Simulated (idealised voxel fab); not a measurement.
The name of this process module is voxel self aligned vias.
Shown is cross-section cut, with a width of 175 nm and square cells of size 5 nm.
In this document a cross-section is written as a grid of square cells. It is given as a series of bands, listed from the top down, and a band is one or more rows of cells. The band entry comprises the height of the band's top followed by the height of its bottom, expressed in nm, and subsequently the band's materials from left to right, each stated together with its width in nm. Where a single material is marked with the word "everywhere", that material fills the band from edge to edge. The word "blank" represents empty space. All heights in this document are referenced to 0, defined as the level beneath which the wafer, as received, consists entirely of one material. The lowest band is not bounded below; it extends indefinitely downward and is written in the form "0 nm and below". When a width is written as two numbers, as in "30->40", the first number is the width in the top row of cells of the band and the second is the width in its bottom row, and the width changes by the same amount from each row to the next. "no alterations made", as given for a step, is the statement that not any cell of the cross-section underwent a change during that step. Entry "Unvented voids". Content: empty spaces with no open connection to the top, size 8 cells or greater. Each: width x height at distance. Distance: from left edge. Unit: nm. Text after the settings on a step's line: the simulator's own remark on that step. Regarding "overlay nm": on a step with a mask, it is the distance the mask lay to the right of its planned place; a negative value places it to the left.
Intended process steps
step 1: RECEIVE | material Si
step 2: CONFORMAL_DEP | material SiO2 | thk nm 15
step 3: CONFORMAL_DEP | material SiCN | thk nm 5
step 4: DIRECTIONAL_DEP | material lowk | thk nm 20
step 5: MASKED_ETCH | tone open | mask id LINES | width nm 30 | pitch nm 70 | etch materials lowk | depth nm 20 | overlay nm 0
step 6: CONFORMAL_DEP | material TiN | thk nm 5
step 7: FILL_DEP | material Ru | thk nm 10
step 8: CMP | height nm 40
step 9: SELECTIVE_ETCH | etch materials W Ru TiN | depth nm 5
step 10: FILL_DEP | material SiN | thk nm 10
step 11: CMP | height nm 40
step 12: DIRECTIONAL_DEP | material lowk | thk nm 20
step 13: DIRECTIONAL_DEP | material aC | thk nm 15
step 14: PATTERN | tone open | mask id VIAS | material resist | width nm 40 | pitch nm 70 | thk nm 30 | overlay nm 0
step 15: DIRECTIONAL_ETCH | etch materials aC | depth nm 15
step 16: STRIP | etch materials resist
step 17: DIRECTIONAL_ETCH | etch materials lowk | depth nm 20
step 18: DIRECTIONAL_ETCH | etch materials SiN | depth nm 5
step 19: STRIP | etch materials aC
step 20: CONFORMAL_DEP | material TiN | thk nm 5
step 21: FILL_DEP | material Ru | thk nm 10
step 22: CMP | height nm 60
step 23: CONFORMAL_DEP | material SiCN | thk nm 5
As-received state of the wafer in cross-section, equivalent to post-step 1
0 nm and below = Si everywhere
Unvented voids: none
Cross-section at module end, one run error; start and plan unchanged from above
65 nm to 60 nm = SiCN everywhere
60 nm to 45 nm = lowk: 20 / TiN: 5 / Ru: 30 / TiN: 5 / lowk: 30 / TiN: 5 / Ru: 30 / TiN: 5 / lowk: 45
45 nm to 40 nm = lowk: 20 / TiN: 20 / Ru: 15 / TiN: 5 / lowk: 30 / TiN: 20 / Ru: 15 / TiN: 5 / lowk: 45
40 nm to 35 nm = lowk: 35 / TiN: 25 / SiN: 5 / lowk: 40 / TiN: 25 / SiN: 5 / lowk: 40
35 nm to 25 nm = lowk: 35 / TiN: 5 / Ru: 20 / TiN: 5 / lowk: 40 / TiN: 5 / Ru: 20 / TiN: 5 / lowk: 40
25 nm to 20 nm = lowk: 35 / TiN: 30 / lowk: 40 / TiN: 30 / lowk: 40
20 nm to 15 nm = SiCN everywhere
15 nm to 0 nm = SiO2 everywhere
0 nm and below = Si everywhere
Unvented voids: none
Plan not followed: step 14 did not use the planned setting and instead ran as PATTERN | tone open | mask id VIAS | material resist | width nm 40 | pitch nm 70 | thk nm 30 | overlay nm -10
